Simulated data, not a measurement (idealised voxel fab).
The process module presented herein is designated voxel fin reveal.
The width of the displayed cross-section, cut, is 145 nm; its cells are square, with a size of 5 nm.
Cross-section format: a grid of square cells, given as bands from top to bottom; each band is one or more rows of cells.
Quick guide to a band line: top height, bottom height (nm) up front; then every material left to right with its width in nm. Only one material and it's marked "full width"? Then it fills the band edge to edge. And "air" just means empty space.
Heights are reckoned from 0. Under this level, the received wafer is all of one material. The bottommost band is open-ended downward, for example "0 -> down".
A width given as "30->40" starts at the first number in the band's top row and ends at the second number in its bottom row, shifting by an equal amount at every step from row to row.
What does "remained unchanged" mean for a step? It means no cell of the cross-section changed in that step.
Look at "Sealed-off cavities" for the closed voids: empty spaces with no open path to the top, sized 8 cells or up. Each is width x height at distance, distance from the left edge, all nm.
Post-settings text on a step line: simulator's own remark regarding the step.
overlay nm: how far to the right of its planned place the mask lay on this masked step (negative: to the left).
# Process steps (planned)
step 1: RECEIVE | material Si
step 2: CONFORMAL_DEP | material SiN | thk nm 10
step 3: PATTERN | tone cover | mask id FINS | material resist | width nm 15 | pitch nm 40 | thk nm 20 | overlay nm 0
step 4: DIRECTIONAL_ETCH | etch materials SiN | depth nm 10
step 5: DIRECTIONAL_ETCH | etch materials Si | depth nm 35
step 6: STRIP | etch materials resist
step 7: FILL_DEP | material SiO2 | thk nm 5
step 8: CMP | height nm 10
step 9: SELECTIVE_ETCH | etch materials SiO2 | depth nm 20
step 10: STRIP | etch materials SiN
step 11: CONFORMAL_DEP | material HfO2 | thk nm 5
# First wafer, two in total, run as planned
# Cross-section: wafer on arrival = after step 1
> 0 -> down  Si full width
> Sealed-off cavities: none
# Cross-section: wafer state after step 2
> 10 -> 0  SiN full width
> Beneath the level 0, the cross-section is identical to its previous state.
# Cross-section: wafer state after step 3
> 30 -> 10  air: 45, then resist: 15, then air: 25, then resist: 15, then air: 45
> Beneath the level 10, the cross-section is identical to its previous state.
# Cross-section: wafer state after step 4
> 30 -> 10  air: 45, then resist: 15, then air: 25, then resist: 15, then air: 45
> 10 -> 0  air: 45, then SiN: 15, then air: 25, then SiN: 15, then air: 45
> Beneath the level 0, the cross-section is identical to its previous state.
# Cross-section: wafer state after step 5
> 30 -> 10  air: 45, then resist: 15, then air: 25, then resist: 15, then air: 45
> 10 -> 0  air: 45, then SiN: 15, then air: 25, then SiN: 15, then air: 45
> 0 -> -35  air: 45, then Si: 15, then air: 25, then Si: 15, then air: 45
> Beneath the level -35, the cross-section is identical to its previous state.
# Cross-section: wafer state after step 6
> 10 -> 0  air: 45, then SiN: 15, then air: 25, then SiN: 15, then air: 45
> Beneath the level 0, the cross-section is identical to its previous state.
# Cross-section: wafer state after step 7
> 15 -> 10  SiO2 full width
> 10 -> 0  SiO2: 45, then SiN: 15, then SiO2: 25, then SiN: 15, then SiO2: 45
> 0 -> -35  SiO2: 45, then Si: 15, then SiO2: 25, then Si: 15, then SiO2: 45
> Beneath the level -35, the cross-section is identical to its previous state.
# Cross-section: wafer state after step 8
> 10 -> 0  SiO2: 45, then SiN: 15, then SiO2: 25, then SiN: 15, then SiO2: 45
> Beneath the level 0, the cross-section is identical to its previous state.
# Cross-section: wafer state after step 9
> 10 -> 0  air: 45, then SiN: 15, then air: 25, then SiN: 15, then air: 45
> 0 -> -10  air: 45, then Si: 15, then air: 25, then Si: 15, then air: 45
> Beneath the level -10, the cross-section is identical to its previous state.
# Cross-section: wafer state after step 10
> 0 -> -10  air: 45, then Si: 15, then air: 25, then Si: 15, then air: 45
> Beneath the level -10, the cross-section is identical to its previous state.
# Cross-section: wafer state after step 11
> 5 -> 0  air: 40, then HfO2: 25, then air: 15, then HfO2: 25, then air: 40
> 0 -> -5  air: 40, then HfO2: 5, then Si: 15, then HfO2: 5, then air: 15, then HfO2: 5, then Si: 15, then HfO2: 5, then air: 40
> -5 -> -10  HfO2: 45, then Si: 15, then HfO2: 25, then Si: 15, then HfO2: 45
> Beneath the level -10, the cross-section is identical to its previous state.
# Second wafer - shared start and plan with the first - one error in running - same as the first up to step 10 inclusive
Cross-section of the second wafer at the time by which step 11 should have been completed according to the plan: remained unchanged
Deviation from plan: execution of step 11 of the plan did not take place, the step having been omitted
at the end the second wafer has, in cells: -37 HfO2
